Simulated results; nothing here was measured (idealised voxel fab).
A process module follows: voxel air gaps.
Pictured: cross-section cut, 205 nm wide, on a grid of 5 nm square cells.
Each cross-section below is a grid of square cells, stated as bands in top-down order, with one or more rows of cells making up each band.
A band entry consists of two parts. The first gives the height of the band's top and the height of its bottom, in nm. The rest lists the band's materials from left to right, each with its width in nm. A single material labelled with the word "throughout" fills the band from edge to edge, and the word "empty" marks empty space.
For the purposes of this specification, 0 denotes the height below which the wafer in its as-received condition is composed wholly of one material, and the lowermost band, lacking a lower limit, extends downward without end, as expressed in "0 nm and below".
A width given as "30->40" starts at the first number in the band's top row and ends at the second number in its bottom row, shifting by an equal amount at every step from row to row.
"nothing got changed" for a step: no cell of the cross-section changed in that step.
Reported under the label "Enclosed voids" are the empty spaces having no open way to the top and comprising 8 cells or more; the notation for each is width x height at distance, in which the distance is measured from the left edge and all three values are in nm.
Post-settings text on a step line: simulator's own remark regarding the step.
overlay nm: how far to the right of its planned place the mask lay on this masked step (negative: to the left).
Quick note on how to read the rest: it's all pairs. You get the cross-section before a process step and the one after, but the after one only goes down as far as the lowest band that changed. The step in between, with its settings, sits under the pair. Heads up, the pairs can come from different runs of this module on the same starting wafer, so don't assume a pair picks up from the one above unless its "Snapshot before" entry says it does.

Snapshot before
> 0 nm and below: Si throughout
> Enclosed voids: none

Resultant Cross-Section
> 10 nm to 0 nm: SiO2 throughout
> Nothing below the height 0 has changed.
> Enclosed voids: none
Upper to lower cross-section via CONFORMAL_DEP: material SiO2, thk nm 10

Snapshot before: identical to the post-step cross-section of the immediately preceding pair.

Resultant Cross-Section
> 15 nm to 10 nm: SiCN throughout
> Nothing below the height 10 has changed.
> Enclosed voids: none
Upper to lower cross-section via CONFORMAL_DEP: material SiCN, thk nm 5

Snapshot before: identical to the post-step cross-section of the immediately preceding pair.

Resultant Cross-Section
> 45 nm to 15 nm: SiO2 throughout
> Nothing below the height 15 has changed.
> Enclosed voids: none
Upper to lower cross-section via DIRECTIONAL_DEP: material SiO2, thk nm 30

Snapshot before: identical to the post-step cross-section of the immediately preceding pair.

Resultant Cross-Section
> 65 nm to 45 nm: resist 45 nm  empty 20 nm  resist 25 nm  empty 20 nm  resist 25 nm  empty 20 nm  resist 50 nm
> Nothing below the height 45 has changed.
> Enclosed voids: none
Upper to lower cross-section via PATTERN: tone open, mask id LINES, material resist, width nm 20, pitch nm 45, thk nm 20, overlay nm 0

Snapshot before: identical to the post-step cross-section of the immediately preceding pair.

Resultant Cross-Section
> 65 nm to 45 nm: resist 45 nm  empty 20 nm  resist 25 nm  empty 20 nm  resist 25 nm  empty 20 nm  resist 50 nm
> 45 nm to 15 nm: SiO2 45 nm  empty 20 nm  SiO2 25 nm  empty 20 nm  SiO2 25 nm  empty 20 nm  SiO2 50 nm
> Nothing below the height 15 has changed.
> Enclosed voids: none
Upper to lower cross-section via DIRECTIONAL_ETCH: etch materials SiO2, depth nm 30

Snapshot before: identical to the post-step cross-section of the immediately preceding pair.

Resultant Cross-Section
> 45 nm to 15 nm: SiO2 45 nm  empty 20 nm  SiO2 25 nm  empty 20 nm  SiO2 25 nm  empty 20 nm  SiO2 50 nm
> Nothing below the height 15 has changed.
> Enclosed voids: none
Upper to lower cross-section via STRIP: etch materials resist

Snapshot before: identical to the post-step cross-section of the immediately preceding pair.

Resultant Cross-Section
> 50 nm to 45 nm: TiN 50 nm  empty 10 nm  TiN 35 nm  empty 10 nm  TiN 35 nm  empty 10 nm  TiN 55 nm
> 45 nm to 20 nm: SiO2 45 nm  TiN 5 nm  empty 10 nm  TiN 5 nm  SiO2 25 nm  TiN 5 nm  empty 10 nm  TiN 5 nm  SiO2 25 nm  TiN 5 nm  empty 10 nm  TiN 5 nm  SiO2 50 nm
> 20 nm to 15 nm: SiO2 45 nm  TiN 20 nm  SiO2 25 nm  TiN 20 nm  SiO2 25 nm  TiN 20 nm  SiO2 50 nm
> Nothing below the height 15 has changed.
> Enclosed voids: none
Upper to lower cross-section via CONFORMAL_DEP: material TiN, thk nm 5

Snapshot before: identical to the post-step cross-section of the immediately preceding pair.

Resultant Cross-Section
> 60 nm to 50 nm: Cu throughout
> 50 nm to 45 nm: TiN 50 nm  Cu 10 nm  TiN 35 nm  Cu 10 nm  TiN 35 nm  Cu 10 nm  TiN 55 nm
> 45 nm to 20 nm: SiO2 45 nm  TiN 5 nm  Cu 10 nm  TiN 5 nm  SiO2 25 nm  TiN 5 nm  Cu 10 nm  TiN 5 nm  SiO2 25 nm  TiN 5 nm  Cu 10 nm  TiN 5 nm  SiO2 50 nm
> Nothing below the height 20 has changed.
> Enclosed voids: none
Upper to lower cross-section via FILL_DEP: material Cu, thk nm 10

Snapshot before: identical to the post-step cross-section of the immediately preceding pair.

Resultant Cross-Section
> 45 nm to 20 nm: SiO2 45 nm  TiN 5 nm  Cu 10 nm  TiN 5 nm  SiO2 25 nm  TiN 5 nm  Cu 10 nm  TiN 5 nm  SiO2 25 nm  TiN 5 nm  Cu 10 nm  TiN 5 nm  SiO2 50 nm
> Nothing below the height 20 has changed.
> Enclosed voids: none
Upper to lower cross-section via CMP: height nm 45

Snapshot before: identical to the post-step cross-section of the immediately preceding pair.

Resultant Cross-Section
> 55 nm to 45 nm: empty 35 nm  Ru 40 nm  empty 5 nm  Ru 40 nm  empty 5 nm  Ru 40 nm  empty 40 nm
> Nothing below the height 45 has changed.
> Enclosed voids: none
Upper to lower cross-section via EPI: material Ru, thk nm 10

Snapshot before: identical to the post-step cross-section of the immediately preceding pair.

Resultant Cross-Section
> 55 nm to 45 nm: empty 35 nm  Ru 40 nm  empty 5 nm  Ru 40 nm  empty 5 nm  Ru 40 nm  empty 40 nm
> 45 nm to 20 nm: empty 45 nm  TiN 5 nm  Cu 10 nm  TiN 5 nm  empty 25 nm  TiN 5 nm  Cu 10 nm  TiN 5 nm  empty 25 nm  TiN 5 nm  Cu 10 nm  TiN 5 nm  empty 50 nm
> 20 nm to 15 nm: empty 45 nm  TiN 20 nm  empty 25 nm  TiN 20 nm  empty 25 nm  TiN 20 nm  empty 50 nm
> Nothing below the height 15 has changed.
> Enclosed voids: none
Upper to lower cross-section via SELECTIVE_ETCH: etch materials SiO2, depth nm 40

Snapshot before: identical to the post-step cross-section of the immediately preceding pair.

Resultant Cross-Section
> 60 nm to 55 nm: empty 30 nm  SiCN 140 nm  empty 35 nm
> 55 nm to 45 nm: empty 30 nm  SiCN 5 nm  Ru 40 nm  SiCN 5 nm  Ru 40 nm  SiCN 5 nm  Ru 40 nm  SiCN 5 nm  empty 35 nm
> 45 nm to 40 nm: empty 30 nm  SiCN 15 nm  TiN 5 nm  Cu 10 nm  TiN 5 nm  SiCN 25 nm  TiN 5 nm  Cu 10 nm  TiN 5 nm  SiCN 25 nm  TiN 5 nm  Cu 10 nm  TiN 5 nm  SiCN 15 nm  empty 35 nm
> 40 nm to 20 nm: empty 40 nm  SiCN 5 nm  TiN 5 nm  Cu 10 nm  TiN 5 nm  SiCN 5 nm  empty 15 nm  SiCN 5 nm  TiN 5 nm  Cu 10 nm  TiN 5 nm  SiCN 5 nm  empty 15 nm  SiCN 5 nm  TiN 5 nm  Cu 10 nm  TiN 5 nm  SiCN 5 nm  empty 45 nm
> 20 nm to 15 nm: SiCN 45 nm  TiN 20 nm  SiCN 25 nm  TiN 20 nm  SiCN 25 nm  TiN 20 nm  SiCN 50 nm
> Nothing below the height 15 has changed.
> Enclosed voids: 15 x 20 at 70; 15 x 20 at 115
Upper to lower cross-section via CONFORMAL_DEP: material SiCN, thk nm 5

Snapshot before
> 55 nm to 45 nm: empty 35 nm  Ru 40 nm  empty 5 nm  Ru 40 nm  empty 5 nm  Ru 40 nm  empty 40 nm
> 45 nm to 20 nm: SiO2 45 nm  TiN 5 nm  Cu 10 nm  TiN 5 nm  SiO2 25 nm  TiN 5 nm  Cu 10 nm  TiN 5 nm  SiO2 25 nm  TiN 5 nm  Cu 10 nm  TiN 5 nm  SiO2 50 nm
> 20 nm to 15 nm: SiO2 45 nm  TiN 20 nm  SiO2 25 nm  TiN 20 nm  SiO2 25 nm  TiN 20 nm  SiO2 50 nm
> 15 nm to 10 nm: SiCN throughout
> 10 nm to 0 nm: SiO2 throughout
> 0 nm and below: Si throughout
> Enclosed voids: none

Resultant Cross-Section
> 65 nm to 45 nm: empty 25 nm  Ru 150 nm  empty 30 nm
> Nothing below the height 45 has changed.
> Enclosed voids: none
Upper to lower cross-section via EPI: material Ru, thk nm 10

Snapshot before: identical to the post-step cross-section of the immediately preceding pair.

Resultant Cross-Section
> 65 nm to 45 nm: empty 25 nm  Ru 150 nm  empty 30 nm
> 45 nm to 20 nm: empty 45 nm  TiN 5 nm  Cu 10 nm  TiN 5 nm  SiO2 25 nm  TiN 5 nm  Cu 10 nm  TiN 5 nm  SiO2 25 nm  TiN 5 nm  Cu 10 nm  TiN 5 nm  empty 50 nm
> 20 nm to 15 nm: empty 45 nm  TiN 20 nm  SiO2 25 nm  TiN 20 nm  SiO2 25 nm  TiN 20 nm  empty 50 nm
> Nothing below the height 15 has changed.
> Enclosed voids: none
Upper to lower cross-section via SELECTIVE_ETCH: etch materials SiO2, depth nm 40

Snapshot before: identical to the post-step cross-section of the immediately preceding pair.

Resultant Cross-Section
> 70 nm to 65 nm: empty 20 nm  SiCN 160 nm  empty 25 nm
> 65 nm to 45 nm: empty 20 nm  SiCN 5 nm  Ru 150 nm  SiCN 5 nm  empty 25 nm
> 45 nm to 40 nm: empty 20 nm  SiCN 25 nm  TiN 5 nm  Cu 10 nm  TiN 5 nm  SiO2 25 nm  TiN 5 nm  Cu 10 nm  TiN 5 nm  SiO2 25 nm  TiN 5 nm  Cu 10 nm  TiN 5 nm  SiCN 25 nm  empty 25 nm
> 40 nm to 20 nm: empty 40 nm  SiCN 5 nm  TiN 5 nm  Cu 10 nm  TiN 5 nm  SiO2 25 nm  TiN 5 nm  Cu 10 nm  TiN 5 nm  SiO2 25 nm  TiN 5 nm  Cu 10 nm  TiN 5 nm  SiCN 5 nm  empty 45 nm
> 20 nm to 15 nm: SiCN 45 nm  TiN 20 nm  SiO2 25 nm  TiN 20 nm  SiO2 25 nm  TiN 20 nm  SiCN 50 nm
> Nothing below the height 15 has changed.
> Enclosed voids: none
Upper to lower cross-section via CONFORMAL_DEP: material SiCN, thk nm 5

Snapshot before
> 45 nm to 20 nm: SiO2 45 nm  TiN 5 nm  Cu 10 nm  TiN 5 nm  SiO2 25 nm  TiN 5 nm  Cu 10 nm  TiN 5 nm  SiO2 25 nm  TiN 5 nm  Cu 10 nm  TiN 5 nm  SiO2 50 nm
> 20 nm to 15 nm: SiO2 45 nm  TiN 20 nm  SiO2 25 nm  TiN 20 nm  SiO2 25 nm  TiN 20 nm  SiO2 50 nm
> 15 nm to 10 nm: SiCN throughout
> 10 nm to 0 nm: SiO2 throughout
> 0 nm and below: Si throughout
> Enclosed voids: none

Resultant Cross-Section
> 45 nm to 20 nm: empty 45 nm  TiN 5 nm  Cu 10 nm  TiN 5 nm  empty 25 nm  TiN 5 nm  Cu 10 nm  TiN 5 nm  empty 25 nm  TiN 5 nm  Cu 10 nm  TiN 5 nm  empty 50 nm
> 20 nm to 15 nm: empty 45 nm  TiN 20 nm  empty 25 nm  TiN 20 nm  empty 25 nm  TiN 20 nm  empty 50 nm
> Nothing below the height 15 has changed.
> Enclosed voids: none
Upper to lower cross-section via SELECTIVE_ETCH: etch materials SiO2, depth nm 40

Snapshot before: identical to the post-step cross-section of the immediately preceding pair.

Resultant Cross-Section
> 55 nm to 45 nm: empty 35 nm  Ru 40 nm  empty 5 nm  Ru 40 nm  empty 5 nm  Ru 40 nm  empty 40 nm
> 45 nm to 20 nm: empty 35 nm  Ru 10 nm  TiN 5 nm  Cu 10 nm  TiN 5 nm  Ru 10 nm  empty 5 nm  Ru 10 nm  TiN 5 nm  Cu 10 nm  TiN 5 nm  Ru 10 nm  empty 5 nm  Ru 10 nm  TiN 5 nm  Cu 10 nm  TiN 5 nm  Ru 10 nm  empty 40 nm
> 20 nm to 15 nm: empty 35 nm  Ru 10 nm  TiN 20 nm  Ru 10 nm  empty 5 nm  Ru 10 nm  TiN 20 nm  Ru 10 nm  empty 5 nm  Ru 10 nm  TiN 20 nm  Ru 10 nm  empty 40 nm
> Nothing below the height 15 has changed.
> Enclosed voids: none
Upper to lower cross-section via EPI: material Ru, thk nm 10

Snapshot before: identical to the post-step cross-section of the immediately preceding pair.

Resultant Cross-Section
> 60 nm to 55 nm: empty 30 nm  SiCN 140 nm  empty 35 nm
> 55 nm to 45 nm: empty 30 nm  SiCN 5 nm  Ru 40 nm  SiCN 5 nm  Ru 40 nm  SiCN 5 nm  Ru 40 nm  SiCN 5 nm  empty 35 nm
> 45 nm to 20 nm: empty 30 nm  SiCN 5 nm  Ru 10 nm  TiN 5 nm  Cu 10 nm  TiN 5 nm  Ru 10 nm  SiCN 5 nm  Ru 10 nm  TiN 5 nm  Cu 10 nm  TiN 5 nm  Ru 10 nm  SiCN 5 nm  Ru 10 nm  TiN 5 nm  Cu 10 nm  TiN 5 nm  Ru 10 nm  SiCN 5 nm  empty 35 nm
> 20 nm to 15 nm: SiCN 35 nm  Ru 10 nm  TiN 20 nm  Ru 10 nm  SiCN 5 nm  Ru 10 nm  TiN 20 nm  Ru 10 nm  SiCN 5 nm  Ru 10 nm  TiN 20 nm  Ru 10 nm  SiCN 40 nm
> Nothing below the height 15 has changed.
> Enclosed voids: none
Upper to lower cross-section via CONFORMAL_DEP: material SiCN, thk nm 5

Snapshot before
> 10 nm to 0 nm: SiO2 throughout
> 0 nm and below: Si throughout
> Enclosed voids: none

Resultant Cross-Section
> 25 nm to 10 nm: SiCN throughout
> Nothing below the height 10 has changed.
> Enclosed voids: none
Upper to lower cross-section via CONFORMAL_DEP: material SiCN, thk nm 15

Snapshot before: identical to the post-step cross-section of the immediately preceding pair.

Resultant Cross-Section
> 55 nm to 25 nm: SiO2 throughout
> Nothing below the height 25 has changed.
> Enclosed voids: none
Upper to lower cross-section via DIRECTIONAL_DEP: material SiO2, thk nm 30

Snapshot before: identical to the post-step cross-section of the immediately preceding pair.

Resultant Cross-Section
> 75 nm to 55 nm: resist 45 nm  empty 20 nm  resist 25 nm  empty 20 nm  resist 25 nm  empty 20 nm  resist 50 nm
> Nothing below the height 55 has changed.
> Enclosed voids: none
Upper to lower cross-section via PATTERN: tone open, mask id LINES, material resist, width nm 20, pitch nm 45, thk nm 20, overlay nm 0

Snapshot before: identical to the post-step cross-section of the immediately preceding pair.

Resultant Cross-Section
> 75 nm to 55 nm: resist 45 nm  empty 20 nm  resist 25 nm  empty 20 nm  resist 25 nm  empty 20 nm  resist 50 nm
> 55 nm to 25 nm: SiO2 45 nm  empty 20 nm  SiO2 25 nm  empty 20 nm  SiO2 25 nm  empty 20 nm  SiO2 50 nm
> Nothing below the height 25 has changed.
> Enclosed voids: none
Upper to lower cross-section via DIRECTIONAL_ETCH: etch materials SiO2, depth nm 30

Snapshot before: identical to the post-step cross-section of the immediately preceding pair.

Resultant Cross-Section
> 55 nm to 25 nm: SiO2 45 nm  empty 20 nm  SiO2 25 nm  empty 20 nm  SiO2 25 nm  empty 20 nm  SiO2 50 nm
> Nothing below the height 25 has changed.
> Enclosed voids: none
Upper to lower cross-section via STRIP: etch materials resist

Snapshot before: identical to the post-step cross-section of the immediately preceding pair.

Resultant Cross-Section
> 60 nm to 55 nm: TiN 50 nm  empty 10 nm  TiN 35 nm  empty 10 nm  TiN 35 nm  empty 10 nm  TiN 55 nm
> 55 nm to 30 nm: SiO2 45 nm  TiN 5 nm  empty 10 nm  TiN 5 nm  SiO2 25 nm  TiN 5 nm  empty 10 nm  TiN 5 nm  SiO2 25 nm  TiN 5 nm  empty 10 nm  TiN 5 nm  SiO2 50 nm
> 30 nm to 25 nm: SiO2 45 nm  TiN 20 nm  SiO2 25 nm  TiN 20 nm  SiO2 25 nm  TiN 20 nm  SiO2 50 nm
> Nothing below the height 25 has changed.
> Enclosed voids: none
Upper to lower cross-section via CONFORMAL_DEP: material TiN, thk nm 5

Snapshot before: identical to the post-step cross-section of the immediately preceding pair.

Resultant Cross-Section
> 70 nm to 60 nm: Cu throughout
> 60 nm to 55 nm: TiN 50 nm  Cu 10 nm  TiN 35 nm  Cu 10 nm  TiN 35 nm  Cu 10 nm  TiN 55 nm
> 55 nm to 30 nm: SiO2 45 nm  TiN 5 nm  Cu 10 nm  TiN 5 nm  SiO2 25 nm  TiN 5 nm  Cu 10 nm  TiN 5 nm  SiO2 25 nm  TiN 5 nm  Cu 10 nm  TiN 5 nm  SiO2 50 nm
> Nothing below the height 30 has changed.
> Enclosed voids: none
Upper to lower cross-section via FILL_DEP: material Cu, thk nm 10

Snapshot before: identical to the post-step cross-section of the immediately preceding pair.

Resultant Cross-Section
> 45 nm to 30 nm: SiO2 45 nm  TiN 5 nm  Cu 10 nm  TiN 5 nm  SiO2 25 nm  TiN 5 nm  Cu 10 nm  TiN 5 nm  SiO2 25 nm  TiN 5 nm  Cu 10 nm  TiN 5 nm  SiO2 50 nm
> Nothing below the height 30 has changed.
> Enclosed voids: none
Upper to lower cross-section via CMP: height nm 45

Snapshot before: identical to the post-step cross-section of the immediately preceding pair.

Resultant Cross-Section
> 55 nm to 45 nm: empty 35 nm  Ru 40 nm  empty 5 nm  Ru 40 nm  empty 5 nm  Ru 40 nm  empty 40 nm
> Nothing below the height 45 has changed.
> Enclosed voids: none
Upper to lower cross-section via EPI: material Ru, thk nm 10

Snapshot before: identical to the post-step cross-section of the immediately preceding pair.

Resultant Cross-Section
> 55 nm to 45 nm: empty 35 nm  Ru 40 nm  empty 5 nm  Ru 40 nm  empty 5 nm  Ru 40 nm  empty 40 nm
> 45 nm to 30 nm: empty 45 nm  TiN 5 nm  Cu 10 nm  TiN 5 nm  empty 25 nm  TiN 5 nm  Cu 10 nm  TiN 5 nm  empty 25 nm  TiN 5 nm  Cu 10 nm  TiN 5 nm  empty 50 nm
> 30 nm to 25 nm: empty 45 nm  TiN 20 nm  empty 25 nm  TiN 20 nm  empty 25 nm  TiN 20 nm  empty 50 nm
> Nothing below the height 25 has changed.
> Enclosed voids: none
Upper to lower cross-section via SELECTIVE_ETCH: etch materials SiO2, depth nm 40

Snapshot before: identical to the post-step cross-section of the immediately preceding pair.

Resultant Cross-Section
> 60 nm to 55 nm: empty 30 nm  SiCN 140 nm  empty 35 nm
> 55 nm to 45 nm: empty 30 nm  SiCN 5 nm  Ru 40 nm  SiCN 5 nm  Ru 40 nm  SiCN 5 nm  Ru 40 nm  SiCN 5 nm  empty 35 nm
> 45 nm to 40 nm: empty 30 nm  SiCN 15 nm  TiN 5 nm  Cu 10 nm  TiN 5 nm  SiCN 25 nm  TiN 5 nm  Cu 10 nm  TiN 5 nm  SiCN 25 nm  TiN 5 nm  Cu 10 nm  TiN 5 nm  SiCN 15 nm  empty 35 nm
> 40 nm to 30 nm: empty 40 nm  SiCN 5 nm  TiN 5 nm  Cu 10 nm  TiN 5 nm  SiCN 5 nm  empty 15 nm  SiCN 5 nm  TiN 5 nm  Cu 10 nm  TiN 5 nm  SiCN 5 nm  empty 15 nm  SiCN 5 nm  TiN 5 nm  Cu 10 nm  TiN 5 nm  SiCN 5 nm  empty 45 nm
> 30 nm to 25 nm: SiCN 45 nm  TiN 20 nm  SiCN 25 nm  TiN 20 nm  SiCN 25 nm  TiN 20 nm  SiCN 50 nm
> Nothing below the height 25 has changed.
> Enclosed voids: none
Upper to lower cross-section via CONFORMAL_DEP: material SiCN, thk nm 5

Snapshot before
> 45 nm to 15 nm: SiO2 throughout
> 15 nm to 10 nm: SiCN throughout
> 10 nm to 0 nm: SiO2 throughout
> 0 nm and below: Si throughout
> Enclosed voids: none

Resultant Cross-Section
> 65 nm to 45 nm: resist 45 nm  empty 25 nm  resist 20 nm  empty 25 nm  resist 20 nm  empty 25 nm  resist 45 nm
> Nothing below the height 45 has changed.
> Enclosed voids: none
Upper to lower cross-section via PATTERN: tone open, mask id LINES, material resist, width nm 25, pitch nm 45, thk nm 20, overlay nm 0

Snapshot before: identical to the post-step cross-section of the immediately preceding pair.

Resultant Cross-Section
> 65 nm to 45 nm: resist 45 nm  empty 25 nm  resist 20 nm  empty 25 nm  resist 20 nm  empty 25 nm  resist 45 nm
> 45 nm to 15 nm: SiO2 45 nm  empty 25 nm  SiO2 20 nm  empty 25 nm  SiO2 20 nm  empty 25 nm  SiO2 45 nm
> Nothing below the height 15 has changed.
> Enclosed voids: none
Upper to lower cross-section via DIRECTIONAL_ETCH: etch materials SiO2, depth nm 30

Snapshot before: identical to the post-step cross-section of the immediately preceding pair.

Resultant Cross-Section
> 45 nm to 15 nm: SiO2 45 nm  empty 25 nm  SiO2 20 nm  empty 25 nm  SiO2 20 nm  empty 25 nm  SiO2 45 nm
> Nothing below the height 15 has changed.
> Enclosed voids: none
Upper to lower cross-section via STRIP: etch materials resist

Snapshot before: identical to the post-step cross-section of the immediately preceding pair.

Resultant Cross-Section
> 50 nm to 45 nm: TiN 50 nm  empty 15 nm  TiN 30 nm  empty 15 nm  TiN 30 nm  empty 15 nm  TiN 50 nm
> 45 nm to 20 nm: SiO2 45 nm  TiN 5 nm  empty 15 nm  TiN 5 nm  SiO2 20 nm  TiN 5 nm  empty 15 nm  TiN 5 nm  SiO2 20 nm  TiN 5 nm  empty 15 nm  TiN 5 nm  SiO2 45 nm
> 20 nm to 15 nm: SiO2 45 nm  TiN 25 nm  SiO2 20 nm  TiN 25 nm  SiO2 20 nm  TiN 25 nm  SiO2 45 nm
> Nothing below the height 15 has changed.
> Enclosed voids: none
Upper to lower cross-section via CONFORMAL_DEP: material TiN, thk nm 5

Snapshot before: identical to the post-step cross-section of the immediately preceding pair.

Resultant Cross-Section
> 60 nm to 50 nm: Cu throughout
> 50 nm to 45 nm: TiN 50 nm  Cu 15 nm  TiN 30 nm  Cu 15 nm  TiN 30 nm  Cu 15 nm  TiN 50 nm
> 45 nm to 20 nm: SiO2 45 nm  TiN 5 nm  Cu 15 nm  TiN 5 nm  SiO2 20 nm  TiN 5 nm  Cu 15 nm  TiN 5 nm  SiO2 20 nm  TiN 5 nm  Cu 15 nm  TiN 5 nm  SiO2 45 nm
> Nothing below the height 20 has changed.
> Enclosed voids: none
Upper to lower cross-section via FILL_DEP: material Cu, thk nm 10

Snapshot before: identical to the post-step cross-section of the immediately preceding pair.

Resultant Cross-Section
> 45 nm to 20 nm: SiO2 45 nm  TiN 5 nm  Cu 15 nm  TiN 5 nm  SiO2 20 nm  TiN 5 nm  Cu 15 nm  TiN 5 nm  SiO2 20 nm  TiN 5 nm  Cu 15 nm  TiN 5 nm  SiO2 45 nm
> Nothing below the height 20 has changed.
> Enclosed voids: none
Upper to lower cross-section via CMP: height nm 45

Snapshot before: identical to the post-step cross-section of the immediately preceding pair.

Resultant Cross-Section
> 55 nm to 45 nm: empty 35 nm  Ru 135 nm  empty 35 nm
> Nothing below the height 45 has changed.
> Enclosed voids: none
Upper to lower cross-section via EPI: material Ru, thk nm 10

Snapshot before: identical to the post-step cross-section of the immediately preceding pair.

Resultant Cross-Section
> 55 nm to 45 nm: empty 35 nm  Ru 135 nm  empty 35 nm
> 45 nm to 20 nm: empty 45 nm  TiN 5 nm  Cu 15 nm  TiN 5 nm  SiO2 20 nm  TiN 5 nm  Cu 15 nm  TiN 5 nm  SiO2 20 nm  TiN 5 nm  Cu 15 nm  TiN 5 nm  empty 45 nm
> 20 nm to 15 nm: empty 45 nm  TiN 25 nm  SiO2 20 nm  TiN 25 nm  SiO2 20 nm  TiN 25 nm  empty 45 nm
> Nothing below the height 15 has changed.
> Enclosed voids: none
Upper to lower cross-section via SELECTIVE_ETCH: etch materials SiO2, depth nm 40

Snapshot before: identical to the post-step cross-section of the immediately preceding pair.

Resultant Cross-Section
> 60 nm to 55 nm: empty 30 nm  SiCN 145 nm  empty 30 nm
> 55 nm to 45 nm: empty 30 nm  SiCN 5 nm  Ru 135 nm  SiCN 5 nm  empty 30 nm
> 45 nm to 40 nm: empty 30 nm  SiCN 15 nm  TiN 5 nm  Cu 15 nm  TiN 5 nm  SiO2 20 nm  TiN 5 nm  Cu 15 nm  TiN 5 nm  SiO2 20 nm  TiN 5 nm  Cu 15 nm  TiN 5 nm  SiCN 15 nm  empty 30 nm
> 40 nm to 20 nm: empty 40 nm  SiCN 5 nm  TiN 5 nm  Cu 15 nm  TiN 5 nm  SiO2 20 nm  TiN 5 nm  Cu 15 nm  TiN 5 nm  SiO2 20 nm  TiN 5 nm  Cu 15 nm  TiN 5 nm  SiCN 5 nm  empty 40 nm
> 20 nm to 15 nm: SiCN 45 nm  TiN 25 nm  SiO2 20 nm  TiN 25 nm  SiO2 20 nm  TiN 25 nm  SiCN 45 nm
> Nothing below the height 15 has changed.
> Enclosed voids: none
Upper to lower cross-section via CONFORMAL_DEP: material SiCN, thk nm 5

Snapshot before
> 45 nm to 15 nm: SiO2 throughout
> 15 nm to 10 nm: SiCN throughout
> 10 nm to 0 nm: SiO2 throughout
> 0 nm and below: Si throughout
> Enclosed voids: none

Resultant Cross-Section
> 65 nm to 45 nm: resist 55 nm  empty 20 nm  resist 25 nm  empty 20 nm  resist 25 nm  empty 20 nm  resist 40 nm
> Nothing below the height 45 has changed.
> Enclosed voids: none
Upper to lower cross-section via PATTERN: tone open, mask id LINES, material resist, width nm 20, pitch nm 45, thk nm 20, overlay nm 10

Snapshot before: identical to the post-step cross-section of the immediately preceding pair.

Resultant Cross-Section
> 65 nm to 45 nm: resist 55 nm  empty 20 nm  resist 25 nm  empty 20 nm  resist 25 nm  empty 20 nm  resist 40 nm
> 45 nm to 15 nm: SiO2 55 nm  empty 20 nm  SiO2 25 nm  empty 20 nm  SiO2 25 nm  empty 20 nm  SiO2 40 nm
> Nothing below the height 15 has changed.
> Enclosed voids: none
Upper to lower cross-section via DIRECTIONAL_ETCH: etch materials SiO2, depth nm 30

Snapshot before: identical to the post-step cross-section of the immediately preceding pair.

Resultant Cross-Section
> 45 nm to 15 nm: SiO2 55 nm  empty 20 nm  SiO2 25 nm  empty 20 nm  SiO2 25 nm  empty 20 nm  SiO2 40 nm
> Nothing below the height 15 has changed.
> Enclosed voids: none
Upper to lower cross-section via STRIP: etch materials resist

Snapshot before: identical to the post-step cross-section of the immediately preceding pair.

Resultant Cross-Section
> 50 nm to 45 nm: TiN 60 nm  empty 10 nm  TiN 35 nm  empty 10 nm  TiN 35 nm  empty 10 nm  TiN 45 nm
> 45 nm to 20 nm: SiO2 55 nm  TiN 5 nm  empty 10 nm  TiN 5 nm  SiO2 25 nm  TiN 5 nm  empty 10 nm  TiN 5 nm  SiO2 25 nm  TiN 5 nm  empty 10 nm  TiN 5 nm  SiO2 40 nm
> 20 nm to 15 nm: SiO2 55 nm  TiN 20 nm  SiO2 25 nm  TiN 20 nm  SiO2 25 nm  TiN 20 nm  SiO2 40 nm
> Nothing below the height 15 has changed.
> Enclosed voids: none
Upper to lower cross-section via CONFORMAL_DEP: material TiN, thk nm 5

Snapshot before: identical to the post-step cross-section of the immediately preceding pair.

Resultant Cross-Section
> 60 nm to 50 nm: Cu throughout
> 50 nm to 45 nm: TiN 60 nm  Cu 10 nm  TiN 35 nm  Cu 10 nm  TiN 35 nm  Cu 10 nm  TiN 45 nm
> 45 nm to 20 nm: SiO2 55 nm  TiN 5 nm  Cu 10 nm  TiN 5 nm  SiO2 25 nm  TiN 5 nm  Cu 10 nm  TiN 5 nm  SiO2 25 nm  TiN 5 nm  Cu 10 nm  TiN 5 nm  SiO2 40 nm
> Nothing below the height 20 has changed.
> Enclosed voids: none
Upper to lower cross-section via FILL_DEP: material Cu, thk nm 10

Snapshot before: identical to the post-step cross-section of the immediately preceding pair.

Resultant Cross-Section
> 45 nm to 20 nm: SiO2 55 nm  TiN 5 nm  Cu 10 nm  TiN 5 nm  SiO2 25 nm  TiN 5 nm  Cu 10 nm  TiN 5 nm  SiO2 25 nm  TiN 5 nm  Cu 10 nm  TiN 5 nm  SiO2 40 nm
> Nothing below the height 20 has changed.
> Enclosed voids: none
Upper to lower cross-section via CMP: height nm 45

Snapshot before: identical to the post-step cross-section of the immediately preceding pair.

Resultant Cross-Section
> 55 nm to 45 nm: empty 45 nm  Ru 40 nm  empty 5 nm  Ru 40 nm  empty 5 nm  Ru 40 nm  empty 30 nm
> Nothing below the height 45 has changed.
> Enclosed voids: none
Upper to lower cross-section via EPI: material Ru, thk nm 10

Snapshot before: identical to the post-step cross-section of the immediately preceding pair.

Resultant Cross-Section
> 55 nm to 45 nm: empty 45 nm  Ru 40 nm  empty 5 nm  Ru 40 nm  empty 5 nm  Ru 40 nm  empty 30 nm
> 45 nm to 20 nm: empty 55 nm  TiN 5 nm  Cu 10 nm  TiN 5 nm  empty 25 nm  TiN 5 nm  Cu 10 nm  TiN 5 nm  empty 25 nm  TiN 5 nm  Cu 10 nm  TiN 5 nm  empty 40 nm
> 20 nm to 15 nm: empty 55 nm  TiN 20 nm  empty 25 nm  TiN 20 nm  empty 25 nm  TiN 20 nm  empty 40 nm
> Nothing below the height 15 has changed.
> Enclosed voids: none
Upper to lower cross-section via SELECTIVE_ETCH: etch materials SiO2, depth nm 40
